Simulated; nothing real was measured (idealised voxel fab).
voxel double patterning: a process module
Section cut is 240 nm wide and gridded with 5 nm square cells.
In what follows, cross-sections appear as grids of square cells, described through bands that run from the top down, where every band is one or more rows of cells.
For a band, the entry starts with two heights in nm, that of the top and then that of the bottom, and carries on with the band's materials in order from left to right, each alongside its width in nm; the word "all across" beside a single material means it fills the band edge to edge, and "blank" means empty space.
Below 0: as-received wafer, all one material; heights counted from there. Lowest band: no bottom, goes on down, written "0..down".
When a width is written as two numbers, as in "30..40", the first number is the width in the top row of cells of the band and the second is the width in its bottom row, and the width changes by the same amount from each row to the next.
Step note "no change occurred" = no cross-section cell changed.
"Enclosed void list" enumerates empty spaces isolated from the top, with no open way to it, that contain at least 8 cells, giving each as width x height at distance from the left edge, all three in nm.
Anything after a step's settings on that line? It's the simulator's own note about the step.
If you see "overlay nm" on a step's line and that step has a mask, it's telling you how far right of where it was planned the mask ended up; a negative number means it went left instead.
-- Steps in the process plan
1) RECEIVE, material Si
2) CONFORMAL_DEP, material SiO2, thk nm 5
3) DIRECTIONAL_DEP, material polySi, thk nm 15
4) DIRECTIONAL_DEP, material SiCN, thk nm 5
5) MASKED_ETCH, tone open, mask id FIRST, width nm 15, pitch nm 50, etch materials SiCN, depth nm 5, overlay nm 0
6) DIRECTIONAL_DEP, material aC, thk nm 10
7) PATTERN, tone open, mask id SECOND, material resist, width nm 15, pitch nm 50, thk nm 25, overlay nm 0
8) DIRECTIONAL_ETCH, etch materials aC, depth nm 10
9) STRIP, etch materials resist
10) DIRECTIONAL_ETCH, etch materials SiCN, depth nm 5
11) STRIP, etch materials aC
12) DIRECTIONAL_ETCH, etch materials polySi, depth nm 15
13) STRIP, etch materials SiCN
-- As-received wafer cross-section (after step 1)
* 0..down | Si all across
* Enclosed void list: none
-- Cross-section, first of two wafers, end of module, run as planned
* 20..5 | 60 polySi  15 blank  10 polySi  15 blank  10 polySi  15 blank  10 polySi  15 blank  10 polySi  15 blank  65 polySi
* 5..0 | SiO2 all across
* 0..down | Si all across
* Enclosed void list: none
-- Wafer two (of two), end-of-module cross-section: start = wafer one, plan = wafer one, one run mistake
* 15..0 | 60 polySi  15 blank  10 polySi  15 blank  10 polySi  15 blank  10 polySi  15 blank  10 polySi  15 blank  65 polySi
* 0..down | Si all across
* Enclosed void list: none
In executing the process, a mistake was made relative to the plan: step 2 from the plan never happened, it was just skipped
Count the cells at the end and the second wafer has more or fewer of some materials than the first: -48 SiO2
